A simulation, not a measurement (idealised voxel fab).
The process module that follows is named voxel plated lines.
Section shown: cut. Width: 255 nm. Cell size: 5 nm, square.
Reading order for cross-sections: top band down to bottom band. Underlying form: a grid of square cells. Band size: one or more rows of cells. It is stipulated that each band's entry specify, in nanometres, the height of the top of the band and then that of its bottom, followed by the materials of the band in left-to-right sequence, each together with its width in nanometres. A single material marked by the word "everywhere" is understood to fill the band from edge to edge; the word "blank" is understood to denote empty space. It should be noted that heights are counted from 0, beneath which the wafer as supplied is of one material throughout, and that the lowest band possesses no lower boundary but continues downward, as written in "0 and below". A width such as "30..40" changes by the same amount from each row of cells to the next, from the band's top row to its bottom row. Where a step carries "nothing got changed", the cross-section came out of it unchanged, cell for cell. Look at "Closed void table" for the closed voids: empty spaces with no open path to the top, sized 8 cells or up. Each is width x height at distance, distance from the left edge, all nm. On each step's line, the part that comes after the settings is the simulator's own comment on the step. overlay nm: on a step with a mask, how far right of its planned place the mask lay; negative means left.

## Steps in the process plan
1: op RECEIVE | material Si
2: op CONFORMAL_DEP | material Al2O3 | thk nm 10
3: op DIRECTIONAL_DEP | material TiN | thk nm 5
4: op PATTERN | tone open | mask id LINES | material resist | width nm 20 | pitch nm 50 | thk nm 20 | overlay nm 0
5: op EPI | material Ru | thk nm 5
6: op STRIP | etch materials resist
7: op DIRECTIONAL_ETCH | etch materials TiN | depth nm 5
8: op CONFORMAL_DEP | material SiCN | thk nm 5

## The first of two wafers, run as planned

## Cross-section, incoming material, after step 1
0 and below = Si everywhere
Closed void table: none

## Cross-section through the wafer, step 2 finished
10 down to 0 = Al2O3 everywhere
Below 0 it's all the same as before, nothing changed down there.

## Cross-section through the wafer, step 3 finished
15 down to 10 = TiN everywhere
Below 10 it's all the same as before, nothing changed down there.

## Cross-section through the wafer, step 4 finished
35 down to 15 = resist (90)  blank (20)  resist (30)  blank (20)  resist (95)
Below 15 it's all the same as before, nothing changed down there.

## Cross-section through the wafer, step 5 finished
35 down to 20 = resist (90)  blank (20)  resist (30)  blank (20)  resist (95)
20 down to 15 = resist (90)  Ru (20)  resist (30)  Ru (20)  resist (95)
Below 15 it's all the same as before, nothing changed down there.

## Cross-section through the wafer, step 6 finished
20 down to 15 = blank (90)  Ru (20)  blank (30)  Ru (20)  blank (95)
Below 15 it's all the same as before, nothing changed down there.

## Cross-section through the wafer, step 7 finished
20 down to 15 = blank (90)  Ru (20)  blank (30)  Ru (20)  blank (95)
15 down to 10 = blank (90)  TiN (20)  blank (30)  TiN (20)  blank (95)
Below 10 it's all the same as before, nothing changed down there.

## Cross-section through the wafer, step 8 finished
25 down to 20 = blank (85)  SiCN (30)  blank (20)  SiCN (30)  blank (90)
20 down to 15 = blank (85)  SiCN (5)  Ru (20)  SiCN (5)  blank (20)  SiCN (5)  Ru (20)  SiCN (5)  blank (90)
15 down to 10 = SiCN (90)  TiN (20)  SiCN (30)  TiN (20)  SiCN (95)
Below 10 it's all the same as before, nothing changed down there.

## Now the other wafer: same start, same recipe, but we messed up one thing when running it. Up to and including step 1 it's the same as the first one

## Cross-sectional representation of the second wafer at the time designated in the plan for the completion of step 2
5 down to 0 = TiN everywhere
Below 0 it's all the same as before, nothing changed down there.

## Cross-sectional representation of the second wafer at the time designated in the plan for the completion of step 3
15 down to 5 = Al2O3 everywhere
Below 5 it's all the same as before, nothing changed down there.

## Cross-sectional representation of the second wafer at the time designated in the plan for the completion of step 4
35 down to 15 = resist (90)  blank (20)  resist (30)  blank (20)  resist (95)
Below 15 it's all the same as before, nothing changed down there.

Cross-sectional representation of the second wafer at the time designated in the plan for the completion of step 5: nothing got changed

## Cross-sectional representation of the second wafer at the time designated in the plan for the completion of step 6
15 down to 5 = Al2O3 everywhere
Below 5 it's all the same as before, nothing changed down there.

Cross-sectional representation of the second wafer at the time designated in the plan for the completion of step 7: nothing got changed

## Cross-sectional representation of the second wafer at the time designated in the plan for the completion of step 8
20 down to 15 = SiCN everywhere
Below 15 it's all the same as before, nothing changed down there.
Here's what went sideways: the run placed steps 2 and 3 each in the position the plan gave to the other
Wafer comparison, final, in cells, second relative to first, materials more or fewer: 8 fewer of Ru; 8 fewer of SiCN; 43 more of TiN
